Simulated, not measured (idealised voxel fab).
Process module heading - voxel gate over fins
We display cut, a cross-section 275 nm in width whose square cells are each 5 nm.
How to read a cross-section here: the picture is a grid of square cells, written as bands going from the top down, and any band can span one or more rows of cells.
Basically the band line says how high the top is and how high the bottom is, in nm, and then what's in it from left to right, every material with its width in nm. Empty space shows up as "air", and if a single material carries "edge to edge" it runs the full band edge to edge.
Heights are reckoned from 0. Under this level, the received wafer is all of one material. The bottommost band is open-ended downward, for example "top 0, no bottom".
When a width is written as two numbers, as in "30 to 40", the first number is the width in the top row of cells of the band and the second is the width in its bottom row, and the width changes by the same amount from each row to the next.
Take "remained the same" at face value: in the step it is given for, the cross-section changed in none of its cells.
You'll see "Fully sealed voids" listing empty spaces that have no way open to the top, as long as they're 8 cells or more; the notation is width x height at distance, where the distance is from the left edge, and all of it is in nm.
It should be noted that, on the line of a given step, the content following the step's settings is a remark produced by the simulator itself with respect to that step.
The optional step-line setting "overlay nm" applies to steps with a mask and quantifies how far to the right of its planned location the mask lay, a negative value indicating leftward placement.

-- Below is the list of planned process steps
1 RECEIVE [material Si]
2 CONFORMAL_DEP [material SiN] [thk nm 10]
3 DIRECTIONAL_DEP [material aC] [thk nm 10]
4 PATTERN [tone cover] [mask id FINS] [material resist] [width nm 15] [pitch nm 55] [thk nm 30] [overlay nm 0]
5 DIRECTIONAL_ETCH [etch materials aC] [depth nm 10]
6 STRIP [etch materials resist]
7 DIRECTIONAL_ETCH [etch materials SiN] [depth nm 10]
8 DIRECTIONAL_ETCH [etch materials Si] [depth nm 40]
9 STRIP [etch materials aC]
10 FILL_DEP [material SiO2] [thk nm 10]
11 CMP [height nm 10]
12 PATTERN [tone open] [mask id RAIL] [material resist] [width nm 15] [thk nm 20] [overlay nm 0]
13 DIRECTIONAL_ETCH [etch materials SiO2] [depth nm 45]
14 STRIP [etch materials resist]
15 CONFORMAL_DEP [material TiN] [thk nm 5]
16 FILL_DEP [material W] [thk nm 5]
17 CMP [height nm 10]
18 SELECTIVE_ETCH [etch materials W Ru TiN] [depth nm 30]
19 FILL_DEP [material SiO2] [thk nm 5]
20 CMP [height nm 10]
21 SELECTIVE_ETCH [etch materials SiO2] [depth nm 25]
22 STRIP [etch materials SiN]
23 CONFORMAL_DEP [material HfO2] [thk nm 5]
24 CONFORMAL_DEP [material TiN] [thk nm 5]
25 FILL_DEP [material W] [thk nm 15]
26 CMP [height nm 20]
27 CONFORMAL_DEP [material SiCN] [thk nm 5]

-- The first of a set of two wafers, run to plan

-- Wafer as received: cross-section following step 1
	top 0, no bottom = Si edge to edge
	Fully sealed voids: none

-- Wafer after step 2 (cross-section)
	top 10, bottom 0 = SiN edge to edge
	Lower than 0, everything is as it was.

-- Wafer after step 3 (cross-section)
	top 20, bottom 10 = aC edge to edge
	Lower than 10, everything is as it was.

-- Wafer after step 4 (cross-section)
	top 50, bottom 20 = air=75, then resist=15, then air=40, then resist=15, then air=40, then resist=15, then air=75
	Lower than 20, everything is as it was.

-- Wafer after step 5 (cross-section)
	top 40, bottom 20 = air=75, then resist=15, then air=40, then resist=15, then air=40, then resist=15, then air=75
	top 20, bottom 10 = air=75, then aC=15, then air=40, then aC=15, then air=40, then aC=15, then air=75
	Lower than 10, everything is as it was.

-- Wafer after step 6 (cross-section)
	top 20, bottom 10 = air=75, then aC=15, then air=40, then aC=15, then air=40, then aC=15, then air=75
	Lower than 10, everything is as it was.

-- Wafer after step 7 (cross-section)
	top 20, bottom 10 = air=75, then aC=15, then air=40, then aC=15, then air=40, then aC=15, then air=75
	top 10, bottom 0 = air=75, then SiN=15, then air=40, then SiN=15, then air=40, then SiN=15, then air=75
	Lower than 0, everything is as it was.

-- Wafer after step 8 (cross-section)
	top 20, bottom 10 = air=75, then aC=15, then air=40, then aC=15, then air=40, then aC=15, then air=75
	top 10, bottom 0 = air=75, then SiN=15, then air=40, then SiN=15, then air=40, then SiN=15, then air=75
	top 0, bottom -40 = air=75, then Si=15, then air=40, then Si=15, then air=40, then Si=15, then air=75
	Lower than -40, everything is as it was.

-- Wafer after step 9 (cross-section)
	top 10, bottom 0 = air=75, then SiN=15, then air=40, then SiN=15, then air=40, then SiN=15, then air=75
	Lower than 0, everything is as it was.

-- Wafer after step 10 (cross-section)
	top 20, bottom 10 = SiO2 edge to edge
	top 10, bottom 0 = SiO2=75, then SiN=15, then SiO2=40, then SiN=15, then SiO2=40, then SiN=15, then SiO2=75
	top 0, bottom -40 = SiO2=75, then Si=15, then SiO2=40, then Si=15, then SiO2=40, then Si=15, then SiO2=75
	Lower than -40, everything is as it was.

-- Wafer after step 11 (cross-section)
	top 10, bottom 0 = SiO2=75, then SiN=15, then SiO2=40, then SiN=15, then SiO2=40, then SiN=15, then SiO2=75
	Lower than 0, everything is as it was.

-- Wafer after step 12 (cross-section)
	top 30, bottom 10 = resist=100, then air=15, then resist=160
	Lower than 10, everything is as it was.

-- Wafer after step 13 (cross-section)
	top 30, bottom 10 = resist=100, then air=15, then resist=160
	top 10, bottom 0 = SiO2=75, then SiN=15, then SiO2=10, then air=15, then SiO2=15, then SiN=15, then SiO2=40, then SiN=15, then SiO2=75
	top 0, bottom -35 = SiO2=75, then Si=15, then SiO2=10, then air=15, then SiO2=15, then Si=15, then SiO2=40, then Si=15, then SiO2=75
	Lower than -35, everything is as it was.

-- Wafer after step 14 (cross-section)
	top 10, bottom 0 = SiO2=75, then SiN=15, then SiO2=10, then air=15, then SiO2=15, then SiN=15, then SiO2=40, then SiN=15, then SiO2=75
	Lower than 0, everything is as it was.

-- Wafer after step 15 (cross-section)
	top 15, bottom 10 = TiN=105, then air=5, then TiN=165
	top 10, bottom 0 = SiO2=75, then SiN=15, then SiO2=10, then TiN=5, then air=5, then TiN=5, then SiO2=15, then SiN=15, then SiO2=40, then SiN=15, then SiO2=75
	top 0, bottom -30 = SiO2=75, then Si=15, then SiO2=10, then TiN=5, then air=5, then TiN=5, then SiO2=15, then Si=15, then SiO2=40, then Si=15, then SiO2=75
	top -30, bottom -35 = SiO2=75, then Si=15, then SiO2=10, then TiN=15, then SiO2=15, then Si=15, then SiO2=40, then Si=15, then SiO2=75
	Lower than -35, everything is as it was.

-- Wafer after step 16 (cross-section)
	top 20, bottom 15 = W edge to edge
	top 15, bottom 10 = TiN=105, then W=5, then TiN=165
	top 10, bottom 0 = SiO2=75, then SiN=15, then SiO2=10, then TiN=5, then W=5, then TiN=5, then SiO2=15, then SiN=15, then SiO2=40, then SiN=15, then SiO2=75
	top 0, bottom -30 = SiO2=75, then Si=15, then SiO2=10, then TiN=5, then W=5, then TiN=5, then SiO2=15, then Si=15, then SiO2=40, then Si=15, then SiO2=75
	Lower than -30, everything is as it was.

-- Wafer after step 17 (cross-section)
	top 10, bottom 0 = SiO2=75, then SiN=15, then SiO2=10, then TiN=5, then W=5, then TiN=5, then SiO2=15, then SiN=15, then SiO2=40, then SiN=15, then SiO2=75
	Lower than 0, everything is as it was.

-- Wafer after step 18 (cross-section)
	top 10, bottom 0 = SiO2=75, then SiN=15, then SiO2=10, then air=15, then SiO2=15, then SiN=15, then SiO2=40, then SiN=15, then SiO2=75
	top 0, bottom -20 = SiO2=75, then Si=15, then SiO2=10, then air=15, then SiO2=15, then Si=15, then SiO2=40, then Si=15, then SiO2=75
	Lower than -20, everything is as it was.

-- Wafer after step 19 (cross-section)
	top 15, bottom 10 = SiO2 edge to edge
	top 10, bottom 0 = SiO2=75, then SiN=15, then SiO2=40, then SiN=15, then SiO2=40, then SiN=15, then SiO2=75
	top 0, bottom -20 = SiO2=75, then Si=15, then SiO2=40, then Si=15, then SiO2=40, then Si=15, then SiO2=75
	Lower than -20, everything is as it was.

-- Wafer after step 20 (cross-section)
	top 10, bottom 0 = SiO2=75, then SiN=15, then SiO2=40, then SiN=15, then SiO2=40, then SiN=15, then SiO2=75
	Lower than 0, everything is as it was.

-- Wafer after step 21 (cross-section)
	top 10, bottom 0 = air=75, then SiN=15, then air=40, then SiN=15, then air=40, then SiN=15, then air=75
	top 0, bottom -15 = air=75, then Si=15, then air=40, then Si=15, then air=40, then Si=15, then air=75
	Lower than -15, everything is as it was.

-- Wafer after step 22 (cross-section)
	top 0, bottom -15 = air=75, then Si=15, then air=40, then Si=15, then air=40, then Si=15, then air=75
	Lower than -15, everything is as it was.

-- Wafer after step 23 (cross-section)
	top 5, bottom 0 = air=70, then HfO2=25, then air=30, then HfO2=25, then air=30, then HfO2=25, then air=70
	top 0, bottom -10 = air=70, then HfO2=5, then Si=15, then HfO2=5, then air=30, then HfO2=5, then Si=15, then HfO2=5, then air=30, then HfO2=5, then Si=15, then HfO2=5, then air=70
	top -10, bottom -15 = HfO2=75, then Si=15, then HfO2=40, then Si=15, then HfO2=40, then Si=15, then HfO2=75
	Lower than -15, everything is as it was.

-- Wafer after step 24 (cross-section)
	top 10, bottom 5 = air=65, then TiN=35, then air=20, then TiN=35, then air=20, then TiN=35, then air=65
	top 5, bottom 0 = air=65, then TiN=5, then HfO2=25, then TiN=5, then air=20, then TiN=5, then HfO2=25, then TiN=5, then air=20, then TiN=5, then HfO2=25, then TiN=5, then air=65
	top 0, bottom -5 = air=65, then TiN=5, then HfO2=5, then Si=15, then HfO2=5, then TiN=5, then air=20, then TiN=5, then HfO2=5, then Si=15, then HfO2=5, then TiN=5, then air=20, then TiN=5, then HfO2=5, then Si=15, then HfO2=5, then TiN=5, then air=65
	top -5, bottom -10 = TiN=70, then HfO2=5, then Si=15, then HfO2=5, then TiN=30, then HfO2=5, then Si=15, then HfO2=5, then TiN=30, then HfO2=5, then Si=15, then HfO2=5, then TiN=70
	Lower than -10, everything is as it was.

-- Wafer after step 25 (cross-section)
	top 25, bottom 10 = W edge to edge
	top 10, bottom 5 = W=65, then TiN=35, then W=20, then TiN=35, then W=20, then TiN=35, then W=65
	top 5, bottom 0 = W=65, then TiN=5, then HfO2=25, then TiN=5, then W=20, then TiN=5, then HfO2=25, then TiN=5, then W=20, then TiN=5, then HfO2=25, then TiN=5, then W=65
	top 0, bottom -5 = W=65, then TiN=5, then HfO2=5, then Si=15, then HfO2=5, then TiN=5, then W=20, then TiN=5, then HfO2=5, then Si=15, then HfO2=5, then TiN=5, then W=20, then TiN=5, then HfO2=5, then Si=15, then HfO2=5, then TiN=5, then W=65
	Lower than -5, everything is as it was.

-- Wafer after step 26 (cross-section)
	top 20, bottom 10 = W edge to edge
	Lower than 10, everything is as it was.

-- Wafer after step 27 (cross-section)
	top 25, bottom 20 = SiCN edge to edge
	Lower than 20, everything is as it was.

-- Regarding the second of the two wafers: it shared the first wafer's starting condition and process plan, yet one error occurred during its execution. Its history coincides with that of the first wafer up to and including step 25

-- Second wafer, cross-section, planned end of step 26
	top 15, bottom 10 = W edge to edge
	Lower than 10, everything is as it was.

-- Second wafer, cross-section, planned end of step 27
	top 20, bottom 15 = SiCN edge to edge
	Lower than 15, everything is as it was.
Diagnosis: step 26 was not run as planned; what actually ran was CMP [height nm 15]
FYI, end of process, the second wafer has more or fewer cells of some materials than the first: W -55
